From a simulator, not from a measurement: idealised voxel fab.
The process module presented herein is designated voxel capacitor over wiring.
Displayed cross-section: cut, width of 225 nm, square cells sized 5 nm.
A cross-section is written here as square cells arranged in a grid, and it is given in bands from the top down, each band taking up one or more rows of cells.
Band: top and bottom heights (nm) first, top before bottom; then materials from left to right, widths in nm. "edge to edge" marks a sole material filling the band edge to edge. "air" denotes empty space.
Height reference: 0 = level under which incoming wafer is all one material. Lowest band: no bottom, runs on downward, e.g. "0..down".
The width entry "30..40" should be interpreted row by row: the top row of cells in the band takes the first number, the bottom row takes the second number, and the change between adjacent rows is uniform throughout.
The designation "changes: none", where it is given for a processing step, indicates that no cell of the cross-section was altered in the course of that step.
Reported under the label "Listed closed voids" are the empty spaces having no open way to the top and comprising 8 cells or more; the notation for each is width x height at distance, in which the distance is measured from the left edge and all three values are in nm.
Heads up: the bit after the settings on a step's line is the simulator's remark on that step.
"overlay nm", when on a step's line for a step with a mask, measures how far to the right of its planned place the mask lay; a negative measure means to the left.

### The following list gives the planned process steps
1 RECEIVE (material Si)
2 CONFORMAL_DEP (material SiO2; thk nm 10)
3 DIRECTIONAL_DEP (material TiN; thk nm 5)
4 DIRECTIONAL_DEP (material Ru; thk nm 20)
5 PATTERN (tone cover; mask id METAL_1; material resist; width nm 20; pitch nm 80; thk nm 15; overlay nm 0)
6 DIRECTIONAL_ETCH (etch materials Ru; depth nm 20)
7 DIRECTIONAL_ETCH (etch materials TiN; depth nm 5)
8 STRIP (etch materials resist)
9 FILL_DEP (material lowk; thk nm 10)
10 CMP (height nm 35)
11 CONFORMAL_DEP (material SiCN; thk nm 5)
12 DIRECTIONAL_DEP (material lowk; thk nm 20)
13 DIRECTIONAL_DEP (material aC; thk nm 15)
14 PATTERN (tone open; mask id PLUG_1; material resist; width nm 15; thk nm 35; overlay nm 0)
15 DIRECTIONAL_ETCH (etch materials aC; depth nm 15)
16 STRIP (etch materials resist)
17 DIRECTIONAL_ETCH (etch materials lowk; depth nm 20)
18 DIRECTIONAL_ETCH (etch materials SiCN; depth nm 5)
19 STRIP (etch materials aC)
20 CONFORMAL_DEP (material TiN; thk nm 5)
21 FILL_DEP (material W; thk nm 10)
22 CMP (height nm 60)
23 DIRECTIONAL_DEP (material TiN; thk nm 5)
24 DIRECTIONAL_DEP (material Al2O3; thk nm 5)
25 DIRECTIONAL_DEP (material TiN; thk nm 5)
26 MASKED_ETCH (tone cover; mask id UPPER_PLATE; width nm 65; etch materials TiN; depth nm 5; overlay nm 0)
27 MASKED_ETCH (tone cover; mask id UPPER_PLATE; width nm 65; etch materials Al2O3; depth nm 5; overlay nm 0)
28 DIRECTIONAL_DEP (material aC; thk nm 15)
29 PATTERN (tone cover; mask id LOWER_PLATE; material resist; width nm 75; thk nm 30; overlay nm 0)
30 DIRECTIONAL_ETCH (etch materials aC; depth nm 15)
31 STRIP (etch materials resist)
32 DIRECTIONAL_ETCH (etch materials TiN; depth nm 5)
33 STRIP (etch materials aC)
34 FILL_DEP (material SiO2; thk nm 20)
35 CMP (height nm 90)
36 DIRECTIONAL_DEP (material aC; thk nm 10)
37 PATTERN (tone open; mask id PLUG_2; material resist; width nm 15; thk nm 30; overlay nm 0)
38 DIRECTIONAL_ETCH (etch materials aC; depth nm 10)
39 STRIP (etch materials resist)
40 DIRECTIONAL_ETCH (etch materials SiO2; depth nm 15)
41 STRIP (etch materials aC)
42 CONFORMAL_DEP (material TiN; thk nm 5)
43 FILL_DEP (material Cu; thk nm 5)
44 CMP (height nm 90)
45 CONFORMAL_DEP (material SiCN; thk nm 5)

### As-received state of the wafer in cross-section, equivalent to post-step 1
- 0..down  Si edge to edge
- Listed closed voids: none

### First wafer of two, sectioned at end of module; run went per plan
- 95..90  SiCN edge to edge
- 90..80  75 nm SiO2 / 5 nm TiN / 5 nm Cu / 5 nm TiN / 135 nm SiO2
- 80..70  75..65 nm SiO2 / 15..65 nm TiN / 135..95 nm SiO2
- 70..65  65 nm SiO2 / 65 nm Al2O3 / 95 nm SiO2
- 65..60  60 nm SiO2 / 75 nm TiN / 90 nm SiO2
- 60..40  65 nm lowk / 5 nm TiN / 5 nm W / 5 nm TiN / 145 nm lowk
- 40..35  65 nm SiCN / 15 nm TiN / 145 nm SiCN
- 35..15  60 nm lowk / 20 nm Ru / 60 nm lowk / 20 nm Ru / 65 nm lowk
- 15..10  60 nm lowk / 20 nm TiN / 60 nm lowk / 20 nm TiN / 65 nm lowk
- 10..0  SiO2 edge to edge
- 0..down  Si edge to edge
- Listed closed voids: none

### second wafer at the end: like start, like plan, one mistake
- 95..90  SiCN edge to edge
- 90..80  75 nm SiO2 / 5 nm TiN / 5 nm Cu / 5 nm TiN / 135 nm SiO2
- 80..70  75..65 nm SiO2 / 15..65 nm TiN / 135..95 nm SiO2
- 70..65  65 nm SiO2 / 65 nm Al2O3 / 95 nm SiO2
- 65..60  60 nm SiO2 / 75 nm TiN / 90 nm SiO2
- 60..40  65 nm lowk / 5 nm TiN / 5 nm W / 5 nm TiN / 145 nm lowk
- 40..35  65 nm SiCN / 15 nm TiN / 145 nm SiCN
- 35..25  lowk edge to edge
- 25..5  60 nm lowk / 20 nm Ru / 60 nm lowk / 20 nm Ru / 65 nm lowk
- 5..0  60 nm lowk / 20 nm TiN / 60 nm lowk / 20 nm TiN / 65 nm lowk
- 0..down  Si edge to edge
- Listed closed voids: none
Diagnosis: step 2 of the plan was omitted and not executed
Final tally in cells, some materials are higher or lower on the second wafer than on the first: -90 SiO2; +90 lowk
